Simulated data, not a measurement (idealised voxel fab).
The following is a process module called voxel self aligned vias.
Displayed cross-section: cut, width of 145 nm, square cells sized 5 nm.
We lay out every cross-section as a grid of square cells and spell it out in bands from the top down, where one band means one or more rows of cells.
Band: top height; bottom height; in nm. Then, left to right: material with width in nm, for each material. "all across": a single material spanning edge to edge. "empty": empty space.
Height 0 is the level under which the wafer as received is all one material. The lowest band goes on downwards, as in "0 nm and below".
With a width like "30..40", each row of cells in the band differs from the next by the same amount, the top row carrying the first number and the bottom row the second.
Where a step carries "nothing got changed", the cross-section came out of it unchanged, cell for cell.
Each empty space that has no open way to the top and spans at least 8 cells appears under "Sealed cavities" as width x height at distance, the distance counted from the left edge, all in nm.
If you see something after the settings on a step's line, that's the simulator's own remark about that step.
A step's line can hold "overlay nm"; with a mask on that step, the setting says how far right of the planned place the mask lay, while a negative setting says it lay to the left.
These are the steps we planned for the process:
- 1: RECEIVE,material Si
- 2: CONFORMAL_DEP,material SiO2,thk nm 15
- 3: CONFORMAL_DEP,material SiCN,thk nm 5
- 4: DIRECTIONAL_DEP,material SiO2,thk nm 20
- 5: PATTERN,tone open,mask id LINES,material resist,width nm 20,pitch nm 50,thk nm 20,overlay nm -15
- 6: DIRECTIONAL_ETCH,etch materials SiO2,depth nm 20
- 7: STRIP,etch materials resist
- 8: CONFORMAL_DEP,material TiN,thk nm 5
- 9: FILL_DEP,material Ru,thk nm 10
- 10: CMP,height nm 40
- 11: SELECTIVE_ETCH,etch materials W Ru TiN,depth nm 5
- 12: FILL_DEP,material SiN,thk nm 5
- 13: CMP,height nm 40
- 14: DIRECTIONAL_DEP,material SiO2,thk nm 15
- 15: PATTERN,tone open,mask id VIAS,material resist,width nm 30,pitch nm 50,thk nm 20,overlay nm 0
- 16: DIRECTIONAL_ETCH,etch materials SiO2,depth nm 15
- 17: DIRECTIONAL_ETCH,etch materials SiN,depth nm 5
- 18: STRIP,etch materials resist
- 19: CONFORMAL_DEP,material TiN,thk nm 5
- 20: FILL_DEP,material W,thk nm 10
- 21: CMP,height nm 55
- 22: CONFORMAL_DEP,material SiCN,thk nm 5
Where the wafers of this document differ is in the overlay nm of step 5; they start out the same, and the plan states the value that applied to the first wafer.
Incoming state of the first of several wafers in cross-section: after step 1:
    0 nm and below | Si all across
    Sealed cavities: none
The following table contains a row per wafer, in which are reported, at the conclusion of the module, the cells of each material gained (+) or lost (-) since the wafer's receipt, with its closed voids given thereafter:
overlay nm -15; +8 Ru; +58 SiCN; +4 SiN; +222 SiO2; +40 TiN; +16 W; Sealed cavities: none
overlay nm -10; +8 Ru; +58 SiCN; +2 SiN; +222 SiO2; +40 TiN; +18 W; Sealed cavities: none
overlay nm -5; +8 Ru; +58 SiCN; +222 SiO2; +40 TiN; +20 W; Sealed cavities: none
overlay nm 0; +8 Ru; +58 SiCN; +222 SiO2; +40 TiN; +20 W; Sealed cavities: none
overlay nm 5; +8 Ru; +58 SiCN; +222 SiO2; +40 TiN; +20 W; Sealed cavities: none
overlay nm 10; +8 Ru; +58 SiCN; +2 SiN; +222 SiO2; +40 TiN; +18 W; Sealed cavities: none
overlay nm 15; +8 Ru; +58 SiCN; +4 SiN; +222 SiO2; +40 TiN; +16 W; Sealed cavities: none
